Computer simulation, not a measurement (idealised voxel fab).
process module | voxel tone inversion
cross-section cut | 300 nm wide | cells 5 nm
A cross-section is a grid of square cells, given in bands from the top down. A band is one or more rows of cells.
Each band's line starts with the height of the band's top and of its bottom, in nm. Then come its materials from left to right, each with its width in nm. One material with "throughout" fills the band from edge to edge. "air" is empty space.
Height 0 is the level under which the wafer as received is all one material. The lowest band goes on downwards, as in "0 down".
A width such as "30 to 40" changes by the same amount from each row of cells to the next, from the band's top row to its bottom row.
"no change" after a step means that no cell of the cross-section changed.
closed voids: empty space of 8 cells or more with no open way to the top, each as width x height at its distance from the left edge, in nm
after a step's settings: what the simulator itself notes on the step
overlay nm, on a step with a mask: how far to the right of its planned place the mask lay; to the left if negative
plan
1 op RECEIVE | material Si
2 op CONFORMAL_DEP | material SiN | thk nm 10
3 op DIRECTIONAL_DEP | material aC | thk nm 25
4 op PATTERN | tone cover | mask id POSTS | material resist | width nm 20 | pitch nm 35 | thk nm 35 | overlay nm 0
5 op DIRECTIONAL_ETCH | etch materials aC | depth nm 25
6 op STRIP | etch materials resist
7 op FILL_DEP | material SiO2 | thk nm 5
8 op CMP | height nm 35
9 op STRIP | etch materials aC
as received, after step 1
  0 down: Si throughout
  closed voids: none
a wafer at the end: this start, this plan, one mistake
  35 to 10: SiO2 125 | air 15 | SiO2 20 | air 15 | SiO2 125
  10 to 0: SiN throughout
  0 down: Si throughout
  closed voids: none
what went wrong: step 4 ran as: op PATTERN | tone cover | mask id POSTS | material resist | width nm 15 | pitch nm 35 | thk nm 35 | overlay nm 0
